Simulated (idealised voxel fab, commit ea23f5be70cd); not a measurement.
Process module under the name voxel tone inversion
We display cut, a cross-section 205 nm in width whose square cells are each 5 nm.
Notation: cross-section as square-cell grid; stated in bands, top first, going down; one or more cell rows per band.
A band entry consists of two parts. The first gives the height of the band's top and the height of its bottom, in nm. The rest lists the band's materials from left to right, each with its width in nm. A single material labelled with the word "throughout" fills the band from edge to edge, and the word "air" marks empty space.
All heights in this document are referenced to 0, defined as the level beneath which the wafer, as received, consists entirely of one material. The lowest band is not bounded below; it extends indefinitely downward and is written in the form "z 0 and below".
Quick explanation for "30 to 40": the width changes in equal steps down the rows of cells, from the first number in the band's top row to the second number in its bottom row.
"nothing altered" means the step left every cell of the cross-section as it was.
Any empty space of 8 cells or more lacking an open way to the top shows up in "Closed-off voids" as width x height at distance, distance from the left edge, in nm.
The remark found on a step's line after its settings is issued by the simulator itself and pertains to that step.
"overlay nm" on a masked step: distance the mask lay right of its planned place, negative for left.
List of planned process steps
step 1: RECEIVE, material Si
step 2: CONFORMAL_DEP, material SiN, thk nm 10
step 3: DIRECTIONAL_DEP, material polySi, thk nm 15
step 4: PATTERN, tone cover, mask id POSTS, material resist, width nm 20, pitch nm 35, thk nm 20, overlay nm 0
step 5: DIRECTIONAL_ETCH, etch materials polySi, depth nm 15
step 6: STRIP, etch materials resist
step 7: FILL_DEP, material SiO2, thk nm 5
step 8: CMP, height nm 25
step 9: STRIP, etch materials polySi
step 10: CONFORMAL_DEP, material TiN, thk nm 5
step 11: FILL_DEP, material W, thk nm 10
step 12: CMP, height nm 25
step 13: CONFORMAL_DEP, material SiCN, thk nm 5
The first of a set of two wafers, run to plan
Shown in cross-section is the wafer as received, that is, as it stands after step 1
z 0 and below  Si throughout
Closed-off voids: none
State of the wafer after step 2, shown in cross-section
z 10 to 0  SiN throughout
Unchanged below 0.
State of the wafer after step 3, shown in cross-section
z 25 to 10  polySi throughout
Unchanged below 10.
State of the wafer after step 4, shown in cross-section
z 45 to 25  air=40 | resist=20 | air=15 | resist=20 | air=15 | resist=20 | air=15 | resist=20 | air=40
Unchanged below 25.
State of the wafer after step 5, shown in cross-section
z 45 to 25  air=40 | resist=20 | air=15 | resist=20 | air=15 | resist=20 | air=15 | resist=20 | air=40
z 25 to 10  air=40 | polySi=20 | air=15 | polySi=20 | air=15 | polySi=20 | air=15 | polySi=20 | air=40
Unchanged below 10.
State of the wafer after step 6, shown in cross-section
z 25 to 10  air=40 | polySi=20 | air=15 | polySi=20 | air=15 | polySi=20 | air=15 | polySi=20 | air=40
Unchanged below 10.
State of the wafer after step 7, shown in cross-section
z 30 to 25  SiO2 throughout
z 25 to 10  SiO2=40 | polySi=20 | SiO2=15 | polySi=20 | SiO2=15 | polySi=20 | SiO2=15 | polySi=20 | SiO2=40
Unchanged below 10.
State of the wafer after step 8, shown in cross-section
z 25 to 10  SiO2=40 | polySi=20 | SiO2=15 | polySi=20 | SiO2=15 | polySi=20 | SiO2=15 | polySi=20 | SiO2=40
Unchanged below 10.
State of the wafer after step 9, shown in cross-section
z 25 to 10  SiO2=40 | air=20 | SiO2=15 | air=20 | SiO2=15 | air=20 | SiO2=15 | air=20 | SiO2=40
Unchanged below 10.
State of the wafer after step 10, shown in cross-section
z 30 to 25  TiN=45 | air=10 | TiN=25 | air=10 | TiN=25 | air=10 | TiN=25 | air=10 | TiN=45
z 25 to 15  SiO2=40 | TiN=5 | air=10 | TiN=5 | SiO2=15 | TiN=5 | air=10 | TiN=5 | SiO2=15 | TiN=5 | air=10 | TiN=5 | SiO2=15 | TiN=5 | air=10 | TiN=5 | SiO2=40
z 15 to 10  SiO2=40 | TiN=20 | SiO2=15 | TiN=20 | SiO2=15 | TiN=20 | SiO2=15 | TiN=20 | SiO2=40
Unchanged below 10.
State of the wafer after step 11, shown in cross-section
z 40 to 30  W throughout
z 30 to 25  TiN=45 | W=10 | TiN=25 | W=10 | TiN=25 | W=10 | TiN=25 | W=10 | TiN=45
z 25 to 15  SiO2=40 | TiN=5 | W=10 | TiN=5 | SiO2=15 | TiN=5 | W=10 | TiN=5 | SiO2=15 | TiN=5 | W=10 | TiN=5 | SiO2=15 | TiN=5 | W=10 | TiN=5 | SiO2=40
Unchanged below 15.
State of the wafer after step 12, shown in cross-section
z 25 to 15  SiO2=40 | TiN=5 | W=10 | TiN=5 | SiO2=15 | TiN=5 | W=10 | TiN=5 | SiO2=15 | TiN=5 | W=10 | TiN=5 | SiO2=15 | TiN=5 | W=10 | TiN=5 | SiO2=40
Unchanged below 15.
State of the wafer after step 13, shown in cross-section
z 30 to 25  SiCN throughout
Unchanged below 25.
Second Wafer (Identical Start and Plan, One Processing Error; Matches First Wafer Through Step 10)
Cross-sectional view of the second wafer at the intended end time of process step 11
z 40 to 30  polySi throughout
z 30 to 25  TiN=45 | polySi=10 | TiN=25 | polySi=10 | TiN=25 | polySi=10 | TiN=25 | polySi=10 | TiN=45
z 25 to 15  SiO2=40 | TiN=5 | polySi=10 | TiN=5 | SiO2=15 | TiN=5 | polySi=10 | TiN=5 | SiO2=15 | TiN=5 | polySi=10 | TiN=5 | SiO2=15 | TiN=5 | polySi=10 | TiN=5 | SiO2=40
Unchanged below 15.
Cross-sectional view of the second wafer at the intended end time of process step 12
z 25 to 15  SiO2=40 | TiN=5 | polySi=10 | TiN=5 | SiO2=15 | TiN=5 | polySi=10 | TiN=5 | SiO2=15 | TiN=5 | polySi=10 | TiN=5 | SiO2=15 | TiN=5 | polySi=10 | TiN=5 | SiO2=40
Unchanged below 15.
Cross-sectional view of the second wafer at the intended end time of process step 13
z 30 to 25  SiCN throughout
Unchanged below 25.
Misprocessing identified: the process deviated at step 11: the operation and settings actually run there were FILL_DEP, material polySi, thk nm 10
At the finish, the second wafer shows more or fewer cells for some materials than the first does: W -16, polySi +16
